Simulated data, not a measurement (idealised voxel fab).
process module | voxel air gaps
cross-section cut | 210 nm wide | cells 5 nm
A cross-section is a grid of square cells, given in bands from the top down. A band is one or more rows of cells.
Each band's line starts with the height of the band's top and of its bottom, in nm. Then come its materials from left to right, each with its width in nm. One material with "throughout" fills the band from edge to edge. "air" is empty space.
Height 0 is the level under which the wafer as received is all one material. The lowest band goes on downwards, as in "0 down".
A width such as "30 to 40" changes by the same amount from each row of cells to the next, from the band's top row to its bottom row.
"no change" after a step means that no cell of the cross-section changed.
closed voids: empty space of 8 cells or more with no open way to the top, each as width x height at its distance from the left edge, in nm
after a step's settings: what the simulator itself notes on the step
overlay nm, on a step with a mask: how far to the right of its planned place the mask lay; to the left if negative
plan
1 op RECEIVE | material Si
2 op CONFORMAL_DEP | material SiO2 | thk nm 10
3 op CONFORMAL_DEP | material SiCN | thk nm 5
4 op DIRECTIONAL_DEP | material lowk | thk nm 35
5 op DIRECTIONAL_DEP | material aC | thk nm 15
6 op PATTERN | tone open | mask id LINES | material resist | width nm 15 | pitch nm 45 | thk nm 35 | overlay nm 0
7 op DIRECTIONAL_ETCH | etch materials aC | depth nm 15
8 op STRIP | etch materials resist
9 op DIRECTIONAL_ETCH | etch materials lowk | depth nm 35
10 op STRIP | etch materials aC
11 op CONFORMAL_DEP | material TiN | thk nm 5
12 op FILL_DEP | material W | thk nm 10
13 op CMP | height nm 50
14 op EPI | material Ru | thk nm 10
15 op SELECTIVE_ETCH | etch materials lowk | depth nm 45
16 op CONFORMAL_DEP | material SiCN | thk nm 5
as received, after step 1
  0 down: Si throughout
  closed voids: none
a wafer at the end: this start, this plan, one mistake
  65 to 60: SiCN throughout
  60 to 50: Ru throughout
  50 to 20: W 45 | TiN 5 | lowk 15 | TiN 5 | W 20 | TiN 5 | lowk 15 | TiN 5 | W 20 | TiN 5 | lowk 15 | TiN 5 | W 50
  20 to 15: TiN 50 | lowk 15 | TiN 30 | lowk 15 | TiN 30 | lowk 15 | TiN 55
  15 to 10: SiCN throughout
  10 to 0: SiO2 throughout
  0 down: Si throughout
  closed voids: none
what went wrong: step 6 ran as: op PATTERN | tone cover | mask id LINES | material resist | width nm 15 | pitch nm 45 | thk nm 35 | overlay nm 0
